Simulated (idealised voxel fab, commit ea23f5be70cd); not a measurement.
Herein follows the process module entitled voxel gate over fins.
Section shown: cut. Width: 195 nm. Cell size: 5 nm, square.
In this document a cross-section is written as a grid of square cells. It is given as a series of bands, listed from the top down, and a band is one or more rows of cells.
Top, bottom (nm), then materials left to right with widths (nm); lone material tagged "full width" fills the whole band edge to edge; "blank" = empty space.
For the purposes of this specification, 0 denotes the height below which the wafer in its as-received condition is composed wholly of one material, and the lowermost band, lacking a lower limit, extends downward without end, as expressed in "from 0 down".
A width given as "30 to 40" starts at the first number in the band's top row and ends at the second number in its bottom row, shifting by an equal amount at every step from row to row.
A step reported as "remains unaltered" is a step in which no cell of the cross-section changed.
Heads up: "Completely sealed voids" only lists the empty pockets with no open path to the top that are 8 cells or more, and it writes them as width x height at distance, distance from the left edge, in nm.
Past the settings on a step's line: simulator remark, on that step.
overlay nm: step with mask; distance mask lay right of planned place; negative value = left of planned place.
### plan
1) RECEIVE | material Si
2) CONFORMAL_DEP | material SiN | thk nm 10
3) PATTERN | tone cover | mask id FINS | material resist | width nm 15 | pitch nm 40 | thk nm 15 | overlay nm 0
4) DIRECTIONAL_ETCH | etch materials SiN | depth nm 10
5) DIRECTIONAL_ETCH | etch materials Si | depth nm 30
6) STRIP | etch materials resist
7) OXIDIZE | depth nm 5
8) FILL_DEP | material SiO2 | thk nm 5
9) CMP | height nm 10
10) SELECTIVE_ETCH | etch materials SiO2 | depth nm 25
11) STRIP | etch materials SiN
12) CONFORMAL_DEP | material HfO2 | thk nm 5
13) CONFORMAL_DEP | material TiN | thk nm 5
14) CONFORMAL_DEP | material TiAl | thk nm 5
15) CONFORMAL_DEP | material TiN | thk nm 5
16) FILL_DEP | material W | thk nm 15
17) CMP | height nm 30
18) CONFORMAL_DEP | material SiCN | thk nm 5
### Cross-section, incoming material, after step 1
  from 0 down = Si full width
  Completely sealed voids: none
### As-planned run: cross-section of the first of two wafers at end of module
  from 35 to 30 = SiCN full width
  from 30 to 20 = W full width
  from 20 to 15 = 55 W / 85 TiN / 55 W
  from 15 to 10 = 55 W / 5 TiN / 35 TiAl / 5 TiN / 35 TiAl / 5 TiN / 55 W
  from 10 to 5 = 55 W / 5 TiN / 5 TiAl / 25 TiN / 5 TiAl / 5 TiN / 5 TiAl / 25 TiN / 5 TiAl / 5 TiN / 55 W
  from 5 to 0 = 60 TiN / 5 TiAl / 5 TiN / 15 HfO2 / 5 TiN / 5 TiAl / 5 TiN / 5 TiAl / 5 TiN / 15 HfO2 / 5 TiN / 5 TiAl / 60 TiN
  from 0 to -5 = 65 TiAl / 5 TiN / 5 HfO2 / 5 Si / 5 HfO2 / 5 TiN / 15 TiAl / 5 TiN / 5 HfO2 / 5 Si / 5 HfO2 / 5 TiN / 65 TiAl
  from -5 to -10 = 70 TiN / 5 HfO2 / 5 Si / 5 HfO2 / 25 TiN / 5 HfO2 / 5 Si / 5 HfO2 / 70 TiN
  from -10 to -15 = 75 HfO2 / 5 Si / 35 HfO2 / 5 Si / 75 HfO2
  from -15 to -35 = 75 SiO2 / 5 Si / 35 SiO2 / 5 Si / 75 SiO2
  from -35 down = Si full width
  Completely sealed voids: none
### Now the second wafer, cross-sectioned at the end of the module. Nothing different at the start, nothing different in the plan compared with the first, just one mistake when it was actually run
  from 35 to 30 = SiCN full width
  from 30 to 20 = W full width
  from 20 to 15 = 50 W / 85 TiN / 60 W
  from 15 to 10 = 50 W / 5 TiN / 35 TiAl / 5 TiN / 35 TiAl / 5 TiN / 60 W
  from 10 to 5 = 50 W / 5 TiN / 5 TiAl / 25 TiN / 5 TiAl / 5 TiN / 5 TiAl / 25 TiN / 5 TiAl / 5 TiN / 60 W
  from 5 to 0 = 55 TiN / 5 TiAl / 5 TiN / 15 HfO2 / 5 TiN / 5 TiAl / 5 TiN / 5 TiAl / 5 TiN / 15 HfO2 / 5 TiN / 5 TiAl / 65 TiN
  from 0 to -5 = 60 TiAl / 5 TiN / 5 HfO2 / 5 Si / 5 HfO2 / 5 TiN / 15 TiAl / 5 TiN / 5 HfO2 / 5 Si / 5 HfO2 / 5 TiN / 70 TiAl
  from -5 to -10 = 65 TiN / 5 HfO2 / 5 Si / 5 HfO2 / 25 TiN / 5 HfO2 / 5 Si / 5 HfO2 / 75 TiN
  from -10 to -15 = 70 HfO2 / 5 Si / 35 HfO2 / 5 Si / 80 HfO2
  from -15 to -35 = 70 SiO2 / 5 Si / 35 SiO2 / 5 Si / 80 SiO2
  from -35 down = Si full width
  Completely sealed voids: none
Here's what went sideways: step 3 was not run as planned; what actually ran was PATTERN | tone cover | mask id FINS | material resist | width nm 15 | pitch nm 40 | thk nm 15 | overlay nm -5
In the final comparison it is observed that the number of cells assigned to each material is identical for the two wafers, whereas their placement is not.
